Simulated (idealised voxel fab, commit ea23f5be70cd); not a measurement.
process module | voxel ribs on slabs
cross-section cut | 225 nm wide | cells 5 nm
A cross-section is a grid of square cells, given in bands from the top down. A band is one or more rows of cells.
Each band's line starts with the height of the band's top and of its bottom, in nm. Then come its materials from left to right, each with its width in nm. One material with "throughout" fills the band from edge to edge. "air" is empty space.
Height 0 is the level under which the wafer as received is all one material. The lowest band goes on downwards, as in "0 down".
A width such as "30 to 40" changes by the same amount from each row of cells to the next, from the band's top row to its bottom row.
"no change" after a step means that no cell of the cross-section changed.
closed voids: empty space of 8 cells or more with no open way to the top, each as width x height at its distance from the left edge, in nm
after a step's settings: what the simulator itself notes on the step
overlay nm, on a step with a mask: how far to the right of its planned place the mask lay; to the left if negative
plan
1 op RECEIVE | material Si
2 op DIRECTIONAL_DEP | material SiO2 | thk nm 20
3 op DIRECTIONAL_DEP | material SiN | thk nm 15
4 op PATTERN | tone cover | mask id RIB | material resist | width nm 15 | thk nm 20 | overlay nm 0
5 op DIRECTIONAL_ETCH | etch materials SiN | depth nm 10
6 op STRIP | etch materials resist
7 op PATTERN | tone cover | mask id SLAB | material resist | width nm 65 | thk nm 20 | overlay nm 0
8 op DIRECTIONAL_ETCH | etch materials SiN | depth nm 5
9 op STRIP | etch materials resist
10 op FILL_DEP | material SiO2 | thk nm 20
11 op CMP | height nm 50
12 op DIRECTIONAL_DEP | material TiN | thk nm 10
13 op PATTERN | tone cover | mask id HEATER | material resist | width nm 25 | thk nm 15 | overlay nm 0
14 op DIRECTIONAL_ETCH | etch materials TiN | depth nm 10
15 op STRIP | etch materials resist
16 op CONFORMAL_DEP | material SiN | thk nm 10
first wafer, as planned
as received, after step 1
  0 down: Si throughout
  closed voids: none
after step 2
  20 to 0: SiO2 throughout
  below 0: unchanged
after step 3
  35 to 20: SiN throughout
  below 20: unchanged
after step 4
  55 to 35: air 105 | resist 15 | air 105
  below 35: unchanged
after step 5
  55 to 35: air 105 | resist 15 | air 105
  35 to 25: air 105 | SiN 15 | air 105
  below 25: unchanged
after step 6
  35 to 25: air 105 | SiN 15 | air 105
  below 25: unchanged
after step 7
  55 to 35: air 80 | resist 65 | air 80
  35 to 25: air 80 | resist 25 | SiN 15 | resist 25 | air 80
  below 25: unchanged
after step 8
  55 to 35: air 80 | resist 65 | air 80
  35 to 25: air 80 | resist 25 | SiN 15 | resist 25 | air 80
  25 to 20: air 80 | SiN 65 | air 80
  below 20: unchanged
after step 9
  35 to 25: air 105 | SiN 15 | air 105
  below 25: unchanged
after step 10
  55 to 35: SiO2 throughout
  35 to 25: SiO2 105 | SiN 15 | SiO2 105
  25 to 20: SiO2 80 | SiN 65 | SiO2 80
  below 20: unchanged
after step 11
  50 to 35: SiO2 throughout
  below 35: unchanged
after step 12
  60 to 50: TiN throughout
  below 50: unchanged
after step 13
  75 to 60: air 100 | resist 25 | air 100
  below 60: unchanged
after step 14
  75 to 60: air 100 | resist 25 | air 100
  60 to 50: air 100 | TiN 25 | air 100
  below 50: unchanged
after step 15
  60 to 50: air 100 | TiN 25 | air 100
  below 50: unchanged
after step 16
  70 to 60: air 90 | SiN 45 | air 90
  60 to 50: SiN 100 | TiN 25 | SiN 100
  below 50: unchanged
second wafer: like start, like plan, one mistake. Through step 15 it matches the first wafer
when step 16 should have ended: no change
what went wrong: step 16 was left out
at the end the second wafer has, in cells: 98 fewer of SiN
